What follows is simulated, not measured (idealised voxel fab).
The name of this process module is voxel capacitor over wiring.
The cross-section on display is named cut; it measures 205 nm wide, and its cells are 5 nm squares.
A cross-section in this document is a grid of square cells, and it is written down as bands, the top band listed before the ones below it; a band is made up of one or more rows of cells.
In this notation a band is specified by the heights of its top and bottom, in that order and in nm, after which its materials appear from left to right, each paired with its width in nm. The word "edge to edge" attached to a single material means that material fills the band from edge to edge; the word "empty" stands for empty space.
Height reference: 0 = level under which incoming wafer is all one material. Lowest band: no bottom, runs on downward, e.g. "0 and below".
It should be noted that a width expressed as "30..40" varies in equal increments from row to row of cells within the band, taking the value of the first number at the top row and that of the second number at the bottom row.
Given "remained the same" for a step, no cell of the cross-section differs between before and after that step.
Any empty space of 8 cells or more lacking an open way to the top shows up in "Closed void listing" as width x height at distance, distance from the left edge, in nm.
Where a step's line continues beyond its settings, the continuation is a remark by the simulator itself on that step.
overlay nm: step with mask; distance mask lay right of planned place; negative value = left of planned place.

# Process steps - plan
1. RECEIVE [material Si]
2. CONFORMAL_DEP [material SiO2] [thk nm 10]
3. CONFORMAL_DEP [material SiCN] [thk nm 5]
4. DIRECTIONAL_DEP [material lowk] [thk nm 25]
5. MASKED_ETCH [tone open] [mask id METAL_1] [width nm 25] [pitch nm 90] [etch materials lowk] [depth nm 25] [overlay nm 0]
6. MASKED_ETCH [tone open] [mask id METAL_1] [width nm 25] [pitch nm 90] [etch materials SiCN] [depth nm 5] [overlay nm 0]
7. CONFORMAL_DEP [material TiN] [thk nm 5]
8. FILL_DEP [material Cu] [thk nm 5]
9. CMP [height nm 40]
10. CONFORMAL_DEP [material SiCN] [thk nm 5]
11. DIRECTIONAL_DEP [material lowk] [thk nm 10]
12. MASKED_ETCH [tone open] [mask id PLUG_1] [width nm 15] [etch materials lowk] [depth nm 10] [overlay nm 0]
13. MASKED_ETCH [tone open] [mask id PLUG_1] [width nm 15] [etch materials SiCN] [depth nm 5] [overlay nm 0]
14. CONFORMAL_DEP [material TiN] [thk nm 5]
15. FILL_DEP [material Ru] [thk nm 5]
16. CMP [height nm 55]
17. DIRECTIONAL_DEP [material TiN] [thk nm 10]
18. DIRECTIONAL_DEP [material SiN] [thk nm 5]
19. DIRECTIONAL_DEP [material TiN] [thk nm 10]
20. PATTERN [tone cover] [mask id UPPER_PLATE] [material resist] [width nm 70] [thk nm 15] [overlay nm 0]
21. DIRECTIONAL_ETCH [etch materials TiN] [depth nm 10]
22. DIRECTIONAL_ETCH [etch materials SiN] [depth nm 5]
23. STRIP [etch materials resist]
24. PATTERN [tone cover] [mask id LOWER_PLATE] [material resist] [width nm 80] [thk nm 20] [overlay nm 0]
25. DIRECTIONAL_ETCH [etch materials TiN] [depth nm 10]
26. STRIP [etch materials resist]
27. FILL_DEP [material SiO2] [thk nm 20]
28. CMP [height nm 95]
29. PATTERN [tone open] [mask id PLUG_2] [material resist] [width nm 15] [thk nm 20] [overlay nm 0]
30. DIRECTIONAL_ETCH [etch materials SiO2] [depth nm 15]
31. STRIP [etch materials resist]
32. CONFORMAL_DEP [material TiN] [thk nm 5]
33. FILL_DEP [material Ru] [thk nm 10]
34. CMP [height nm 95]
35. CONFORMAL_DEP [material SiN] [thk nm 5]

# The first of two wafers, run as planned

# Step 1 complete: cross-section of the wafer as received
	0 and below: Si edge to edge
	Closed void listing: none

# You're looking at a cross-section of the wafer after step 2
	10 down to 0: SiO2 edge to edge
	Note: structure below 0 unchanged.

# You're looking at a cross-section of the wafer after step 3
	15 down to 10: SiCN edge to edge
	Note: structure below 10 unchanged.

# You're looking at a cross-section of the wafer after step 4
	40 down to 15: lowk edge to edge
	Note: structure below 15 unchanged.

# You're looking at a cross-section of the wafer after step 5
	40 down to 15: lowk: 45, empty: 25, lowk: 65, empty: 25, lowk: 45
	Note: structure below 15 unchanged.

# You're looking at a cross-section of the wafer after step 6
	40 down to 15: lowk: 45, empty: 25, lowk: 65, empty: 25, lowk: 45
	15 down to 10: SiCN: 45, empty: 25, SiCN: 65, empty: 25, SiCN: 45
	Note: structure below 10 unchanged.

# You're looking at a cross-section of the wafer after step 7
	45 down to 40: TiN: 50, empty: 15, TiN: 75, empty: 15, TiN: 50
	40 down to 15: lowk: 45, TiN: 5, empty: 15, TiN: 5, lowk: 65, TiN: 5, empty: 15, TiN: 5, lowk: 45
	15 down to 10: SiCN: 45, TiN: 25, SiCN: 65, TiN: 25, SiCN: 45
	Note: structure below 10 unchanged.

# You're looking at a cross-section of the wafer after step 8
	50 down to 45: Cu edge to edge
	45 down to 40: TiN: 50, Cu: 15, TiN: 75, Cu: 15, TiN: 50
	40 down to 15: lowk: 45, TiN: 5, Cu: 15, TiN: 5, lowk: 65, TiN: 5, Cu: 15, TiN: 5, lowk: 45
	Note: structure below 15 unchanged.

# You're looking at a cross-section of the wafer after step 9
	40 down to 15: lowk: 45, TiN: 5, Cu: 15, TiN: 5, lowk: 65, TiN: 5, Cu: 15, TiN: 5, lowk: 45
	Note: structure below 15 unchanged.

# You're looking at a cross-section of the wafer after step 10
	45 down to 40: SiCN edge to edge
	Note: structure below 40 unchanged.

# You're looking at a cross-section of the wafer after step 11
	55 down to 45: lowk edge to edge
	Note: structure below 45 unchanged.

# You're looking at a cross-section of the wafer after step 12
	55 down to 45: lowk: 55, empty: 15, lowk: 135
	Note: structure below 45 unchanged.

# You're looking at a cross-section of the wafer after step 13
	55 down to 45: lowk: 55, empty: 15, lowk: 135
	45 down to 40: SiCN: 55, empty: 15, SiCN: 135
	Note: structure below 40 unchanged.

# You're looking at a cross-section of the wafer after step 14
	60 down to 55: TiN: 60, empty: 5, TiN: 140
	55 down to 45: lowk: 55, TiN: 5, empty: 5, TiN: 5, lowk: 135
	45 down to 40: SiCN: 55, TiN: 15, SiCN: 135
	Note: structure below 40 unchanged.

# You're looking at a cross-section of the wafer after step 15
	65 down to 60: Ru edge to edge
	60 down to 55: TiN: 60, Ru: 5, TiN: 140
	55 down to 45: lowk: 55, TiN: 5, Ru: 5, TiN: 5, lowk: 135
	Note: structure below 45 unchanged.

# You're looking at a cross-section of the wafer after step 16
	55 down to 45: lowk: 55, TiN: 5, Ru: 5, TiN: 5, lowk: 135
	Note: structure below 45 unchanged.

# You're looking at a cross-section of the wafer after step 17
	65 down to 55: TiN edge to edge
	Note: structure below 55 unchanged.

# You're looking at a cross-section of the wafer after step 18
	70 down to 65: SiN edge to edge
	Note: structure below 65 unchanged.

# You're looking at a cross-section of the wafer after step 19
	80 down to 70: TiN edge to edge
	Note: structure below 70 unchanged.

# You're looking at a cross-section of the wafer after step 20
	95 down to 80: empty: 55, resist: 70, empty: 80
	Note: structure below 80 unchanged.

# You're looking at a cross-section of the wafer after step 21
	95 down to 80: empty: 55, resist: 70, empty: 80
	80 down to 70: empty: 55, TiN: 70, empty: 80
	Note: structure below 70 unchanged.

# You're looking at a cross-section of the wafer after step 22
	95 down to 80: empty: 55, resist: 70, empty: 80
	80 down to 70: empty: 55, TiN: 70, empty: 80
	70 down to 65: empty: 55, SiN: 70, empty: 80
	Note: structure below 65 unchanged.

# You're looking at a cross-section of the wafer after step 23
	80 down to 70: empty: 55, TiN: 70, empty: 80
	Note: structure below 70 unchanged.

# You're looking at a cross-section of the wafer after step 24
	100 down to 80: empty: 50, resist: 80, empty: 75
	80 down to 70: empty: 50, resist: 5, TiN: 70, resist: 5, empty: 75
	70 down to 65: empty: 50, resist: 5, SiN: 70, resist: 5, empty: 75
	Note: structure below 65 unchanged.

# You're looking at a cross-section of the wafer after step 25
	100 down to 80: empty: 50, resist: 80, empty: 75
	80 down to 70: empty: 50, resist: 5, TiN: 70, resist: 5, empty: 75
	70 down to 65: empty: 50, resist: 5, SiN: 70, resist: 5, empty: 75
	65 down to 55: empty: 50, TiN: 80, empty: 75
	Note: structure below 55 unchanged.

# You're looking at a cross-section of the wafer after step 26
	80 down to 70: empty: 55, TiN: 70, empty: 80
	70 down to 65: empty: 55, SiN: 70, empty: 80
	Note: structure below 65 unchanged.

# You're looking at a cross-section of the wafer after step 27
	100 down to 80: SiO2 edge to edge
	80 down to 70: SiO2: 55, TiN: 70, SiO2: 80
	70 down to 65: SiO2: 55, SiN: 70, SiO2: 80
	65 down to 55: SiO2: 50, TiN: 80, SiO2: 75
	Note: structure below 55 unchanged.

# You're looking at a cross-section of the wafer after step 28
	95 down to 80: SiO2 edge to edge
	Note: structure below 80 unchanged.

# You're looking at a cross-section of the wafer after step 29
	115 down to 95: resist: 65, empty: 15, resist: 125
	Note: structure below 95 unchanged.

# You're looking at a cross-section of the wafer after step 30
	115 down to 95: resist: 65, empty: 15, resist: 125
	95 down to 80: SiO2: 65, empty: 15, SiO2: 125
	Note: structure below 80 unchanged.

# You're looking at a cross-section of the wafer after step 31
	95 down to 80: SiO2: 65, empty: 15, SiO2: 125
	Note: structure below 80 unchanged.

# You're looking at a cross-section of the wafer after step 32
	100 down to 95: TiN: 70, empty: 5, TiN: 130
	95 down to 85: SiO2: 65, TiN: 5, empty: 5, TiN: 5, SiO2: 125
	85 down to 80: SiO2: 65, TiN: 15, SiO2: 125
	Note: structure below 80 unchanged.

# You're looking at a cross-section of the wafer after step 33
	110 down to 100: Ru edge to edge
	100 down to 95: TiN: 70, Ru: 5, TiN: 130
	95 down to 85: SiO2: 65, TiN: 5, Ru: 5, TiN: 5, SiO2: 125
	Note: structure below 85 unchanged.

# You're looking at a cross-section of the wafer after step 34
	95 down to 85: SiO2: 65, TiN: 5, Ru: 5, TiN: 5, SiO2: 125
	Note: structure below 85 unchanged.

# You're looking at a cross-section of the wafer after step 35
	100 down to 95: SiN edge to edge
	Note: structure below 95 unchanged.

# The remaining wafer, second of the two, started like the first and was run to the same plan, except that one mistake was made along the way; the two coincide through step 23, inclusive

# Cross-sectional representation of the second wafer at the time designated in the plan for the completion of step 24
	100 down to 80: empty: 60, resist: 80, empty: 65
	80 down to 70: empty: 55, TiN: 70, resist: 15, empty: 65
	70 down to 65: empty: 55, SiN: 70, resist: 15, empty: 65
	Note: structure below 65 unchanged.

# Cross-sectional representation of the second wafer at the time designated in the plan for the completion of step 25
	100 down to 80: empty: 60, resist: 80, empty: 65
	80 down to 70: empty: 60, TiN: 65, resist: 15, empty: 65
	70 down to 65: empty: 55, SiN: 70, resist: 15, empty: 65
	65 down to 55: empty: 55, TiN: 85, empty: 65
	Note: structure below 55 unchanged.

# Cross-sectional representation of the second wafer at the time designated in the plan for the completion of step 26
	80 down to 70: empty: 60, TiN: 65, empty: 80
	70 down to 65: empty: 55, SiN: 70, empty: 80
	Note: structure below 65 unchanged.

# Cross-sectional representation of the second wafer at the time designated in the plan for the completion of step 27
	100 down to 80: SiO2 edge to edge
	80 down to 70: SiO2: 60, TiN: 65, SiO2: 80
	70 down to 65: SiO2: 55, SiN: 70, SiO2: 80
	65 down to 55: SiO2: 55, TiN: 85, SiO2: 65
	Note: structure below 55 unchanged.

# Cross-sectional representation of the second wafer at the time designated in the plan for the completion of step 28
	95 down to 80: SiO2 edge to edge
	Note: structure below 80 unchanged.

# Cross-sectional representation of the second wafer at the time designated in the plan for the completion of step 29
	115 down to 95: resist: 65, empty: 15, resist: 125
	Note: structure below 95 unchanged.

# Cross-sectional representation of the second wafer at the time designated in the plan for the completion of step 30
	115 down to 95: resist: 65, empty: 15, resist: 125
	95 down to 80: SiO2: 65, empty: 15, SiO2: 125
	Note: structure below 80 unchanged.

# Cross-sectional representation of the second wafer at the time designated in the plan for the completion of step 31
	95 down to 80: SiO2: 65, empty: 15, SiO2: 125
	Note: structure below 80 unchanged.

# Cross-sectional representation of the second wafer at the time designated in the plan for the completion of step 32
	100 down to 95: TiN: 70, empty: 5, TiN: 130
	95 down to 85: SiO2: 65, TiN: 5, empty: 5, TiN: 5, SiO2: 125
	85 down to 80: SiO2: 65, TiN: 15, SiO2: 125
	Note: structure below 80 unchanged.

# Cross-sectional representation of the second wafer at the time designated in the plan for the completion of step 33
	110 down to 100: Ru edge to edge
	100 down to 95: TiN: 70, Ru: 5, TiN: 130
	95 down to 85: SiO2: 65, TiN: 5, Ru: 5, TiN: 5, SiO2: 125
	Note: structure below 85 unchanged.

# Cross-sectional representation of the second wafer at the time designated in the plan for the completion of step 34
	95 down to 85: SiO2: 65, TiN: 5, Ru: 5, TiN: 5, SiO2: 125
	Note: structure below 85 unchanged.

# Cross-sectional representation of the second wafer at the time designated in the plan for the completion of step 35
	100 down to 95: SiN edge to edge
	Note: structure below 95 unchanged.
So what did we get wrong on this run? step 24 went in with a setting other than planned; the actual run was PATTERN [tone cover] [mask id LOWER_PLATE] [material resist] [width nm 80] [thk nm 20] [overlay nm 10]
When the process is done, the second wafer contains the same cell count of every material as the first wafer, but distributed over other locations.
